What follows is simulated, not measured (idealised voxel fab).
This is a process module. Its name is voxel gate over fins.
Cross-section cut spans 265 nm and uses square cells 5 nm in size.
We lay out every cross-section as a grid of square cells and spell it out in bands from the top down, where one band means one or more rows of cells.
For a band, the entry starts with two heights in nm, that of the top and then that of the bottom, and carries on with the band's materials in order from left to right, each alongside its width in nm; the word "everywhere" beside a single material means it fills the band edge to edge, and "empty" means empty space.
We count height from 0. Below that, the starting wafer is all one material. The lowest band never ends at the bottom but goes on down; see "z 0 and below" for how that is written.
The notation "30..40" denotes a width that varies across the rows of cells in the band, beginning at the first number in the top row, finishing at the second number in the bottom row, and changing by an identical amount from each row to the next.
Given "identical to before" for a step, no cell of the cross-section differs between before and after that step.
The list in "Unvented voids" covers empty spaces of 8 cells or more that cannot reach the top through any open way, and it gives each as width x height at distance; the distance is from the left edge, and width, height and distance are in nm.
The remark found on a step's line after its settings is issued by the simulator itself and pertains to that step.
On any step carrying a mask, the "overlay nm" setting, if present on the step's line, tells how far right of its planned place the mask lay; negative values point to the left.

-- Process steps foreseen in the plan
1) RECEIVE: material Si
2) CONFORMAL_DEP: material SiN, thk nm 5
3) DIRECTIONAL_DEP: material aC, thk nm 15
4) PATTERN: tone cover, mask id FINS, material resist, width nm 15, pitch nm 40, thk nm 35, overlay nm 0
5) DIRECTIONAL_ETCH: etch materials aC, depth nm 15
6) STRIP: etch materials resist
7) DIRECTIONAL_ETCH: etch materials SiN, depth nm 5
8) DIRECTIONAL_ETCH: etch materials Si, depth nm 40
9) STRIP: etch materials aC
10) FILL_DEP: material SiO2, thk nm 10
11) CMP: height nm 5
12) SELECTIVE_ETCH: etch materials SiO2, depth nm 15
13) STRIP: etch materials SiN
14) CONFORMAL_DEP: material HfO2, thk nm 5
15) CONFORMAL_DEP: material TiN, thk nm 5
16) FILL_DEP: material W, thk nm 15
17) CMP: height nm 20
18) CONFORMAL_DEP: material SiCN, thk nm 5

-- Incoming wafer, cross-sectional view, post step 1
> z 0 and below: Si everywhere
> Unvented voids: none

-- Final wafer profile in cross-section after the module, from the same start and plan as above, with one mistake made during processing
> z 25 to 20: SiCN everywhere
> z 20 to 5: W everywhere
> z 5 to 0: 100 W; 25 TiN; 15 W; 25 TiN; 100 W
> z 0 to -5: 100 W; 5 TiN; 15 Si; 5 TiN; 15 W; 5 TiN; 15 Si; 5 TiN; 100 W
> z -5 to -10: 105 TiN; 15 Si; 25 TiN; 15 Si; 105 TiN
> z -10 to -40: 105 SiO2; 15 Si; 25 SiO2; 15 Si; 105 SiO2
> z -40 and below: Si everywhere
> Unvented voids: none
Diagnosis: step 14 of the plan did not run at all; it was left out
